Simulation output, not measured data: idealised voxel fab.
A process module follows: voxel transistor to metal.
Shown is cross-section cut, with a width of 290 nm and square cells of size 5 nm.
In this document a cross-section is written as a grid of square cells. It is given as a series of bands, listed from the top down, and a band is one or more rows of cells. It is stipulated that each band's entry specify, in nanometres, the height of the top of the band and then that of its bottom, followed by the materials of the band in left-to-right sequence, each together with its width in nanometres. A single material marked by the word "everywhere" is understood to fill the band from edge to edge; the word "air" is understood to denote empty space. It should be noted that heights are counted from 0, beneath which the wafer as supplied is of one material throughout, and that the lowest band possesses no lower boundary but continues downward, as written in "0 nm and below". You'd read "30..40" like this: the band's top row of cells is as wide as the first number, its bottom row is as wide as the second, and going down, every row changes width by the same amount as the row before did. When a step is marked "no change occurred", none of the cells in the cross-section changed during that step. "Sealed void list" contains a list of empty spaces, each no smaller than 8 cells and without an open way to the top, written in the form width x height at distance with the distance from the left edge and all three in nm. On a step's line, text after the settings is the simulator commenting on that step. For masked steps, "overlay nm" on the step line gives how far right of plan the mask actually lay; a minus sign means it lay to the left.
THE PROCESS STEPS THAT WERE PLANNED ARE LISTED BELOW
1. RECEIVE,material Si
2. CONFORMAL_DEP,material SiO2,thk nm 5
3. CONFORMAL_DEP,material SiN,thk nm 15
4. PATTERN,tone cover,mask id ACTIVE,material resist,width nm 105,pitch nm 125,thk nm 15,overlay nm 0
5. DIRECTIONAL_ETCH,etch materials SiN,depth nm 15
6. DIRECTIONAL_ETCH,etch materials SiO2,depth nm 5
7. DIRECTIONAL_ETCH,etch materials Si,depth nm 25
8. STRIP,etch materials resist
9. FILL_DEP,material SiO2,thk nm 15
10. CMP,height nm 20
11. SELECTIVE_ETCH,etch materials SiO2,depth nm 5
12. STRIP,etch materials SiN
13. SELECTIVE_ETCH,etch materials SiO2,depth nm 5
14. OXIDIZE,depth nm 5
15. DIRECTIONAL_DEP,material polySi,thk nm 30
16. DIRECTIONAL_DEP,material SiCN,thk nm 15
17. PATTERN,tone cover,mask id GATE,material resist,width nm 35,pitch nm 125,thk nm 15,overlay nm 0
18. DIRECTIONAL_ETCH,etch materials SiCN,depth nm 25
19. DIRECTIONAL_ETCH,etch materials polySi,depth nm 40
20. STRIP,etch materials resist
21. CONFORMAL_DEP,material SiN,thk nm 5
22. DIRECTIONAL_ETCH,etch materials SiN,depth nm 5
23. DIRECTIONAL_ETCH,etch materials SiO2,depth nm 5
24. EPI,material pSi,thk nm 5
25. FILL_DEP,material SiO2,thk nm 10
26. CMP,height nm 30
27. STRIP,etch materials polySi
28. SELECTIVE_ETCH,etch materials SiO2,depth nm 5
29. CONFORMAL_DEP,material HfO2,thk nm 5
30. CONFORMAL_DEP,material TiN,thk nm 5
31. FILL_DEP,material W,thk nm 5
32. CMP,height nm 25
33. DIRECTIONAL_DEP,material SiO2,thk nm 15
34. MASKED_ETCH,tone open,mask id CONTACT,width nm 15,etch materials SiO2,depth nm 40,overlay nm 0
35. CONFORMAL_DEP,material TiN,thk nm 5
36. FILL_DEP,material Ru,thk nm 5
37. CMP,height nm 40
38. CONFORMAL_DEP,material SiCN,thk nm 5
39. DIRECTIONAL_DEP,material SiO2,thk nm 25
40. PATTERN,tone open,mask id METAL_1,material resist,width nm 15,thk nm 20,overlay nm 0
41. DIRECTIONAL_ETCH,etch materials SiO2,depth nm 25
42. DIRECTIONAL_ETCH,etch materials SiCN,depth nm 5
43. STRIP,etch materials resist
44. CONFORMAL_DEP,material TiN,thk nm 5
45. FILL_DEP,material Ru,thk nm 10
46. CMP,height nm 70
47. CONFORMAL_DEP,material SiCN,thk nm 5
AS-RECEIVED STATE OF THE WAFER IN CROSS-SECTION, EQUIVALENT TO POST-STEP 1
* 0 nm and below: Si everywhere
* Sealed void list: none
FINAL WAFER PROFILE IN CROSS-SECTION AFTER THE MODULE, FROM THE SAME START AND PLAN AS ABOVE, WITH ONE MISTAKE MADE DURING PROCESSING
* 75 nm to 70 nm: SiCN everywhere
* 70 nm to 45 nm: SiO2: 35; TiN: 5; Ru: 5; TiN: 5; SiO2: 65; TiN: 5; Ru: 5; TiN: 5; SiO2: 30; TiN: 5; Ru: 5; TiN: 5; SiO2: 65; TiN: 5; Ru: 5; TiN: 5; SiO2: 35
* 45 nm to 40 nm: SiCN: 35; TiN: 15; SiCN: 65; TiN: 15; SiCN: 30; TiN: 15; SiCN: 65; TiN: 15; SiCN: 35
* 40 nm to 25 nm: SiO2: 40; TiN: 5; Ru: 5; TiN: 5; SiO2: 65; TiN: 5; Ru: 5; TiN: 5; SiO2: 30; TiN: 5; Ru: 5; TiN: 5; SiO2: 65; TiN: 5; Ru: 5; TiN: 5; SiO2: 30
* 25 nm to 10 nm: SiO2: 40; TiN: 5; Ru: 5; TiN: 5; SiO2: 5; SiN: 5; HfO2: 5; TiN: 5; W: 15; TiN: 5; HfO2: 5; SiN: 5; SiO2: 15; TiN: 5; Ru: 5; TiN: 5; SiO2: 30; TiN: 5; Ru: 5; TiN: 5; SiO2: 5; SiN: 5; HfO2: 5; TiN: 5; W: 15; TiN: 5; HfO2: 5; SiN: 5; SiO2: 15; TiN: 5; Ru: 5; TiN: 5; SiO2: 30
* 10 nm to 5 nm: SiO2: 25; SiN: 5; SiO2: 10; TiN: 5; Ru: 5; TiN: 5; SiO2: 5; SiN: 5; HfO2: 5; TiN: 5; W: 15; TiN: 5; HfO2: 5; SiN: 5; SiO2: 15; TiN: 5; Ru: 5; TiN: 5; SiN: 5; SiO2: 10; SiN: 5; SiO2: 10; TiN: 5; Ru: 5; TiN: 5; SiO2: 5; SiN: 5; HfO2: 5; TiN: 5; W: 15; TiN: 5; HfO2: 5; SiN: 5; SiO2: 15; TiN: 5; Ru: 5; TiN: 5; SiN: 5; SiO2: 25
* 5 nm to 0 nm: SiO2: 25; SiN: 5; SiO2: 10; TiN: 15; SiO2: 5; SiN: 5; HfO2: 5; TiN: 25; HfO2: 5; SiN: 5; SiO2: 15; TiN: 15; SiN: 5; SiO2: 10; SiN: 5; SiO2: 10; TiN: 15; SiO2: 5; SiN: 5; HfO2: 5; TiN: 25; HfO2: 5; SiN: 5; SiO2: 15; TiN: 15; SiN: 5; SiO2: 25
* 0 nm to -5 nm: SiO2: 30; pSi: 30; HfO2: 45; pSi: 30; SiO2: 20; pSi: 30; HfO2: 45; pSi: 30; SiO2: 30
* -5 nm to -25 nm: SiO2: 30; Si: 105; SiO2: 20; Si: 105; SiO2: 30
* -25 nm and below: Si everywhere
* Sealed void list: none
Plan not followed: step 34, actual vs plan mismatch, actual run MASKED_ETCH,tone open,mask id CONTACT,width nm 15,etch materials SiO2,depth nm 40,overlay nm 5
